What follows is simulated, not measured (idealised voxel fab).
You're looking at the process module voxel fin reveal.
Cross-section cut: width 285 nm, square cells of 5 nm.
Bands, listed from the top down, are how a cross-section gets written in this document; the cross-section itself is a grid of square cells, and a band is one or more rows of them.
First you get the band's top height and its bottom height, in nm, and then the materials it's made of, left to right, with each width in nm. If you see a single material with "throughout", that one covers the band edge to edge. "air" is empty space.
The reference from which all heights are counted is 0, the level beneath which the as-received wafer is entirely one material; the lowest band, having no lower bound, proceeds downward and is written after the example "0..down".
Width: "30 to 40" (first number = top row, second number = bottom row, same change from row to row of cells).
"no modifications", as given for a step, is the statement that not any cell of the cross-section underwent a change during that step.
"Closed cavity list" specifies each empty space that is not open to the top and that occupies no fewer than 8 cells, using the form width x height at distance, the distance measured from the left edge and all three quantities in nm.
Text after the settings on a step's line: the simulator's own remark on that step.
A step line may carry the setting "overlay nm", which, for steps involving a mask, states the distance by which the mask lay to the right of its intended position; negative values denote displacement to the left.
[The following list gives the planned process steps]
| 1 | RECEIVE,material Si |
| 2 | CONFORMAL_DEP,material SiN,thk nm 10 |
| 3 | DIRECTIONAL_DEP,material aC,thk nm 15 |
| 4 | PATTERN,tone cover,mask id FINS,material resist,width nm 15,pitch nm 45,thk nm 35,overlay nm 0 |
| 5 | DIRECTIONAL_ETCH,etch materials aC,depth nm 15 |
| 6 | STRIP,etch materials resist |
| 7 | DIRECTIONAL_ETCH,etch materials SiN,depth nm 10 |
| 8 | DIRECTIONAL_ETCH,etch materials Si,depth nm 35 |
| 9 | STRIP,etch materials aC |
| 10 | FILL_DEP,material SiO2,thk nm 10 |
| 11 | CMP,height nm 10 |
| 12 | SELECTIVE_ETCH,etch materials SiO2,depth nm 35 |
| 13 | STRIP,etch materials SiN |
| 14 | CONFORMAL_DEP,material HfO2,thk nm 5 |
[Incoming wafer, cross-sectional view, post step 1]
0..down: Si throughout
Closed cavity list: none
[Post-module cross-section: identical start and plan to those above, one misstep in execution]
5..0: 85 air / 25 HfO2 / 20 air / 25 HfO2 / 20 air / 25 HfO2 / 85 air
0..-20: 85 air / 5 HfO2 / 15 Si / 5 HfO2 / 20 air / 5 HfO2 / 15 Si / 5 HfO2 / 20 air / 5 HfO2 / 15 Si / 5 HfO2 / 85 air
-20..-25: 60 HfO2 / 25 air / 5 HfO2 / 15 Si / 5 HfO2 / 20 air / 5 HfO2 / 15 Si / 5 HfO2 / 20 air / 5 HfO2 / 15 Si / 5 HfO2 / 25 air / 60 HfO2
-25..-30: 55 SiO2 / 5 HfO2 / 25 air / 5 HfO2 / 15 Si / 5 HfO2 / 20 air / 5 HfO2 / 15 Si / 5 HfO2 / 20 air / 5 HfO2 / 15 Si / 5 HfO2 / 25 air / 5 HfO2 / 55 SiO2
-30..-35: 55 SiO2 / 35 HfO2 / 15 Si / 30 HfO2 / 15 Si / 30 HfO2 / 15 Si / 35 HfO2 / 55 SiO2
-35..down: Si throughout
Closed cavity list: none
What broke from the plan during processing? the processing plan was not followed for steps 12 and 13, which were run with their positions exchanged
